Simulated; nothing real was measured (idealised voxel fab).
process module | voxel capacitor over wiring
cross-section cut | 140 nm wide | cells 5 nm
A cross-section is a grid of square cells, given in bands from the top down. A band is one or more rows of cells.
Each band's line starts with the height of the band's top and of its bottom, in nm. Then come its materials from left to right, each with its width in nm. One material with "throughout" fills the band from edge to edge. "air" is empty space.
Height 0 is the level under which the wafer as received is all one material. The lowest band goes on downwards, as in "0 down".
A width such as "30 to 40" changes by the same amount from each row of cells to the next, from the band's top row to its bottom row.
"no change" after a step means that no cell of the cross-section changed.
closed voids: empty space of 8 cells or more with no open way to the top, each as width x height at its distance from the left edge, in nm
after a step's settings: what the simulator itself notes on the step
overlay nm, on a step with a mask: how far to the right of its planned place the mask lay; to the left if negative
plan
1 op RECEIVE | material Si
2 op CONFORMAL_DEP | material SiO2 | thk nm 15
3 op DIRECTIONAL_DEP | material TiN | thk nm 5
4 op DIRECTIONAL_DEP | material W | thk nm 25
5 op MASKED_ETCH | tone cover | mask id METAL_1 | width nm 20 | pitch nm 75 | etch materials W | depth nm 25 | overlay nm 0
6 op MASKED_ETCH | tone cover | mask id METAL_1 | width nm 20 | pitch nm 75 | etch materials TiN | depth nm 5 | overlay nm 0
7 op FILL_DEP | material lowk | thk nm 5
8 op CMP | height nm 45
9 op CONFORMAL_DEP | material SiCN | thk nm 5
10 op DIRECTIONAL_DEP | material lowk | thk nm 15
11 op PATTERN | tone open | mask id PLUG_1 | material resist | width nm 15 | thk nm 20 | overlay nm 0
12 op DIRECTIONAL_ETCH | etch materials lowk | depth nm 15
13 op DIRECTIONAL_ETCH | etch materials SiCN | depth nm 5
14 op STRIP | etch materials resist
15 op EPI | material Ru | thk nm 10
16 op EPI | material Ru | thk nm 10
17 op DIRECTIONAL_DEP | material TiN | thk nm 5
18 op DIRECTIONAL_DEP | material SiN | thk nm 5
19 op DIRECTIONAL_DEP | material TiN | thk nm 10
20 op PATTERN | tone cover | mask id UPPER_PLATE | material resist | width nm 60 | thk nm 20 | overlay nm 0
21 op DIRECTIONAL_ETCH | etch materials TiN | depth nm 10
22 op DIRECTIONAL_ETCH | etch materials SiN | depth nm 5
23 op STRIP | etch materials resist
24 op DIRECTIONAL_DEP | material aC | thk nm 10
25 op PATTERN | tone cover | mask id LOWER_PLATE | material resist | width nm 70 | thk nm 30 | overlay nm 0
26 op DIRECTIONAL_ETCH | etch materials aC | depth nm 10
27 op STRIP | etch materials resist
28 op DIRECTIONAL_ETCH | etch materials TiN | depth nm 5
29 op STRIP | etch materials aC
30 op FILL_DEP | material SiO2 | thk nm 15
31 op CMP | height nm 95
32 op MASKED_ETCH | tone open | mask id PLUG_2 | width nm 15 | etch materials SiO2 | depth nm 10 | overlay nm 0
33 op CONFORMAL_DEP | material TiN | thk nm 5
34 op FILL_DEP | material Cu | thk nm 5
35 op CMP | height nm 95
36 op CONFORMAL_DEP | material SiCN | thk nm 5
as received, after step 1
  0 down: Si throughout
  closed voids: none
first wafer at the end, as planned
  100 to 95: SiCN throughout
  95 to 90: SiO2 35 | TiN 5 | Cu 5 | TiN 5 | SiO2 90
  90 to 85: SiO2 35 | TiN 15 | SiO2 90
  85 to 75: SiO2 25 | TiN 60 | SiO2 55
  75 to 70: SiO2 25 | SiN 60 | SiO2 55
  70 to 65: SiO2 20 | TiN 70 | SiO2 50
  65 to 50: lowk 25 | Ru 15 | lowk 100
  50 to 45: SiCN 25 | Ru 15 | SiCN 100
  45 to 20: lowk 20 | W 20 | lowk 55 | W 20 | lowk 25
  20 to 15: lowk 20 | TiN 20 | lowk 55 | TiN 20 | lowk 25
  15 to 0: SiO2 throughout
  0 down: Si throughout
  closed voids: none
second wafer at the end: like start, like plan, one mistake
  100 to 95: SiCN throughout
  95 to 90: SiO2 35 | TiN 5 | Cu 5 | TiN 5 | SiO2 90
  90 to 85: SiO2 35 | TiN 15 | SiO2 90
  85 to 75: SiO2 40 | TiN 45 | SiO2 55
  75 to 70: SiO2 25 | TiN 15 | SiN 45 | SiO2 55
  70 to 65: SiO2 20 | TiN 70 | SiO2 50
  65 to 60: lowk 25 | SiN 15 | lowk 100
  60 to 55: lowk 25 | TiN 15 | lowk 100
  55 to 50: lowk 25 | Ru 15 | lowk 100
  50 to 45: SiCN 25 | Ru 15 | SiCN 100
  45 to 20: lowk 20 | W 20 | lowk 55 | W 20 | lowk 25
  20 to 15: lowk 20 | TiN 20 | lowk 55 | TiN 20 | lowk 25
  15 to 0: SiO2 throughout
  0 down: Si throughout
  closed voids: none
what went wrong: one of the steps 15 and 16, which are alike, was left out
at the end the second wafer has, in cells: 6 fewer of Ru | 6 more of SiO2
